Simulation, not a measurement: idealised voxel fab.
This is a process module. Its name is voxel gate over fins.
We display cut, a cross-section 300 nm in width whose square cells are each 5 nm.
Cross-section spec: square-cell grid; bands listed top down; each band is one or more rows.
Top, bottom (nm), then materials left to right with widths (nm); lone material tagged "throughout" fills the whole band edge to edge; "blank" = empty space.
We count height from 0. Below that, the starting wafer is all one material. The lowest band never ends at the bottom but goes on down; see "0 nm and below" for how that is written.
The two numbers in a width such as "30 to 40" mark its ends across the band: the first belongs to the top row of cells, the second to the bottom row, and from each row to the next the width moves by the same amount.
"no alterations made" -> step changed no cross-section cell.
"Enclosed cavities" means: voids of 8 cells or more that are shut off from the top with no open way through. Written width x height at distance, distance from the left edge, in nm.
Past the settings on a step's line: simulator remark, on that step.
A step line may carry the setting "overlay nm", which, for steps involving a mask, states the distance by which the mask lay to the right of its intended position; negative values denote displacement to the left.

THESE ARE THE STEPS WE PLANNED FOR THE PROCESS
1: RECEIVE (material Si)
2: CONFORMAL_DEP (material SiN; thk nm 10)
3: PATTERN (tone cover; mask id FINS; material resist; width nm 15; pitch nm 40; thk nm 15; overlay nm 0)
4: DIRECTIONAL_ETCH (etch materials SiN; depth nm 10)
5: DIRECTIONAL_ETCH (etch materials Si; depth nm 30)
6: STRIP (etch materials resist)
7: OXIDIZE (depth nm 5)
8: FILL_DEP (material SiO2; thk nm 15)
9: CMP (height nm 10)
10: SELECTIVE_ETCH (etch materials SiO2; depth nm 20)
11: STRIP (etch materials SiN)
12: CONFORMAL_DEP (material HfO2; thk nm 5)
13: CONFORMAL_DEP (material TiN; thk nm 5)
14: CONFORMAL_DEP (material TiAl; thk nm 5)
15: CONFORMAL_DEP (material TiN; thk nm 5)
16: FILL_DEP (material W; thk nm 10)
17: CMP (height nm 25)
18: CONFORMAL_DEP (material SiN; thk nm 10)

THE FIRST WAFER OF TWO, PROCESSED AS PLANNED

WAFER AS RECEIVED: CROSS-SECTION FOLLOWING STEP 1
- 0 nm and below: Si throughout
- Enclosed cavities: none

CROSS-SECTION OF THE WAFER SUBSEQUENT TO STEP 2
- 10 nm to 0 nm: SiN throughout
- Lower than 0, everything is as it was.

CROSS-SECTION OF THE WAFER SUBSEQUENT TO STEP 3
- 25 nm to 10 nm: blank (120), then resist (15), then blank (25), then resist (15), then blank (125)
- Lower than 10, everything is as it was.

CROSS-SECTION OF THE WAFER SUBSEQUENT TO STEP 4
- 25 nm to 10 nm: blank (120), then resist (15), then blank (25), then resist (15), then blank (125)
- 10 nm to 0 nm: blank (120), then SiN (15), then blank (25), then SiN (15), then blank (125)
- Lower than 0, everything is as it was.

CROSS-SECTION OF THE WAFER SUBSEQUENT TO STEP 5
- 25 nm to 10 nm: blank (120), then resist (15), then blank (25), then resist (15), then blank (125)
- 10 nm to 0 nm: blank (120), then SiN (15), then blank (25), then SiN (15), then blank (125)
- 0 nm to -30 nm: blank (120), then Si (15), then blank (25), then Si (15), then blank (125)
- Lower than -30, everything is as it was.

CROSS-SECTION OF THE WAFER SUBSEQUENT TO STEP 6
- 10 nm to 0 nm: blank (120), then SiN (15), then blank (25), then SiN (15), then blank (125)
- Lower than 0, everything is as it was.

CROSS-SECTION OF THE WAFER SUBSEQUENT TO STEP 7
- 10 nm to 0 nm: blank (120), then SiN (15), then blank (25), then SiN (15), then blank (125)
- 0 nm to -30 nm: blank (120), then SiO2 (5), then Si (5), then SiO2 (5), then blank (25), then SiO2 (5), then Si (5), then SiO2 (5), then blank (125)
- -30 nm to -35 nm: SiO2 (125), then Si (5), then SiO2 (35), then Si (5), then SiO2 (130)
- Lower than -35, everything is as it was.

CROSS-SECTION OF THE WAFER SUBSEQUENT TO STEP 8
- 25 nm to 10 nm: SiO2 throughout
- 10 nm to 0 nm: SiO2 (120), then SiN (15), then SiO2 (25), then SiN (15), then SiO2 (125)
- 0 nm to -35 nm: SiO2 (125), then Si (5), then SiO2 (35), then Si (5), then SiO2 (130)
- Lower than -35, everything is as it was.

CROSS-SECTION OF THE WAFER SUBSEQUENT TO STEP 9
- 10 nm to 0 nm: SiO2 (120), then SiN (15), then SiO2 (25), then SiN (15), then SiO2 (125)
- Lower than 0, everything is as it was.

CROSS-SECTION OF THE WAFER SUBSEQUENT TO STEP 10
- 10 nm to 0 nm: blank (120), then SiN (15), then blank (25), then SiN (15), then blank (125)
- 0 nm to -10 nm: blank (125), then Si (5), then blank (35), then Si (5), then blank (130)
- Lower than -10, everything is as it was.

CROSS-SECTION OF THE WAFER SUBSEQUENT TO STEP 11
- 0 nm to -10 nm: blank (125), then Si (5), then blank (35), then Si (5), then blank (130)
- Lower than -10, everything is as it was.

CROSS-SECTION OF THE WAFER SUBSEQUENT TO STEP 12
- 5 nm to 0 nm: blank (120), then HfO2 (15), then blank (25), then HfO2 (15), then blank (125)
- 0 nm to -5 nm: blank (120), then HfO2 (5), then Si (5), then HfO2 (5), then blank (25), then HfO2 (5), then Si (5), then HfO2 (5), then blank (125)
- -5 nm to -10 nm: HfO2 (125), then Si (5), then HfO2 (35), then Si (5), then HfO2 (130)
- Lower than -10, everything is as it was.

CROSS-SECTION OF THE WAFER SUBSEQUENT TO STEP 13
- 10 nm to 5 nm: blank (115), then TiN (25), then blank (15), then TiN (25), then blank (120)
- 5 nm to 0 nm: blank (115), then TiN (5), then HfO2 (15), then TiN (5), then blank (15), then TiN (5), then HfO2 (15), then TiN (5), then blank (120)
- 0 nm to -5 nm: TiN (120), then HfO2 (5), then Si (5), then HfO2 (5), then TiN (25), then HfO2 (5), then Si (5), then HfO2 (5), then TiN (125)
- Lower than -5, everything is as it was.

CROSS-SECTION OF THE WAFER SUBSEQUENT TO STEP 14
- 15 nm to 10 nm: blank (110), then TiAl (35), then blank (5), then TiAl (35), then blank (115)
- 10 nm to 5 nm: blank (110), then TiAl (5), then TiN (25), then TiAl (5), then blank (5), then TiAl (5), then TiN (25), then TiAl (5), then blank (115)
- 5 nm to 0 nm: TiAl (115), then TiN (5), then HfO2 (15), then TiN (5), then TiAl (15), then TiN (5), then HfO2 (15), then TiN (5), then TiAl (120)
- Lower than 0, everything is as it was.

CROSS-SECTION OF THE WAFER SUBSEQUENT TO STEP 15
- 20 nm to 15 nm: blank (105), then TiN (85), then blank (110)
- 15 nm to 10 nm: blank (105), then TiN (5), then TiAl (35), then TiN (5), then TiAl (35), then TiN (5), then blank (110)
- 10 nm to 5 nm: TiN (110), then TiAl (5), then TiN (25), then TiAl (5), then TiN (5), then TiAl (5), then TiN (25), then TiAl (5), then TiN (115)
- Lower than 5, everything is as it was.

CROSS-SECTION OF THE WAFER SUBSEQUENT TO STEP 16
- 30 nm to 20 nm: W throughout
- 20 nm to 15 nm: W (105), then TiN (85), then W (110)
- 15 nm to 10 nm: W (105), then TiN (5), then TiAl (35), then TiN (5), then TiAl (35), then TiN (5), then W (110)
- Lower than 10, everything is as it was.

CROSS-SECTION OF THE WAFER SUBSEQUENT TO STEP 17
- 25 nm to 20 nm: W throughout
- Lower than 20, everything is as it was.

CROSS-SECTION OF THE WAFER SUBSEQUENT TO STEP 18
- 35 nm to 25 nm: SiN throughout
- Lower than 25, everything is as it was.

FOR THE SECOND WAFER, TAKE THE FIRST WAFER'S START AND PLAN, THEN ADD ONE MISTAKE MADE IN RUNNING IT; EVERYTHING THROUGH STEP 7, THAT STEP INCLUDED, IS SHARED WITH THE FIRST

HERE IS THE SECOND WAFER IN CROSS-SECTION AT THE POINT WHERE STEP 8 OF THE PLAN SHOULD HAVE BEEN DONE
- 25 nm to 10 nm: HfO2 throughout
- 10 nm to 0 nm: HfO2 (120), then SiN (15), then HfO2 (25), then SiN (15), then HfO2 (125)
- 0 nm to -30 nm: HfO2 (120), then SiO2 (5), then Si (5), then SiO2 (5), then HfO2 (25), then SiO2 (5), then Si (5), then SiO2 (5), then HfO2 (125)
- Lower than -30, everything is as it was.

HERE IS THE SECOND WAFER IN CROSS-SECTION AT THE POINT WHERE STEP 9 OF THE PLAN SHOULD HAVE BEEN DONE
- 10 nm to 0 nm: HfO2 (120), then SiN (15), then HfO2 (25), then SiN (15), then HfO2 (125)
- Lower than 0, everything is as it was.

Here is the second wafer in cross-section at the point where step 10 of the plan should have been done: no alterations made

HERE IS THE SECOND WAFER IN CROSS-SECTION AT THE POINT WHERE STEP 11 OF THE PLAN SHOULD HAVE BEEN DONE
- 10 nm to 0 nm: HfO2 (120), then blank (15), then HfO2 (25), then blank (15), then HfO2 (125)
- Lower than 0, everything is as it was.

HERE IS THE SECOND WAFER IN CROSS-SECTION AT THE POINT WHERE STEP 12 OF THE PLAN SHOULD HAVE BEEN DONE
- 15 nm to 5 nm: HfO2 (125), then blank (5), then HfO2 (35), then blank (5), then HfO2 (130)
- 5 nm to 0 nm: HfO2 throughout
- Lower than 0, everything is as it was.

HERE IS THE SECOND WAFER IN CROSS-SECTION AT THE POINT WHERE STEP 13 OF THE PLAN SHOULD HAVE BEEN DONE
- 20 nm to 15 nm: TiN throughout
- 15 nm to 5 nm: HfO2 (125), then TiN (5), then HfO2 (35), then TiN (5), then HfO2 (130)
- Lower than 5, everything is as it was.

HERE IS THE SECOND WAFER IN CROSS-SECTION AT THE POINT WHERE STEP 14 OF THE PLAN SHOULD HAVE BEEN DONE
- 25 nm to 20 nm: TiAl throughout
- Lower than 20, everything is as it was.

HERE IS THE SECOND WAFER IN CROSS-SECTION AT THE POINT WHERE STEP 15 OF THE PLAN SHOULD HAVE BEEN DONE
- 30 nm to 25 nm: TiN throughout
- Lower than 25, everything is as it was.

HERE IS THE SECOND WAFER IN CROSS-SECTION AT THE POINT WHERE STEP 16 OF THE PLAN SHOULD HAVE BEEN DONE
- 40 nm to 30 nm: W throughout
- Lower than 30, everything is as it was.

HERE IS THE SECOND WAFER IN CROSS-SECTION AT THE POINT WHERE STEP 17 OF THE PLAN SHOULD HAVE BEEN DONE
- 25 nm to 20 nm: TiAl throughout
- Lower than 20, everything is as it was.

HERE IS THE SECOND WAFER IN CROSS-SECTION AT THE POINT WHERE STEP 18 OF THE PLAN SHOULD HAVE BEEN DONE
- 35 nm to 25 nm: SiN throughout
- Lower than 25, everything is as it was.
Where did the run depart from the plan? step 8 did not use the planned setting and instead ran as FILL_DEP (material HfO2; thk nm 15)
Final cells, second wafer relative to first, materials higher or lower: HfO2: 432 more, SiO2: 208 fewer, TiAl: 8 fewer, TiN: 70 fewer, W: 146 fewer
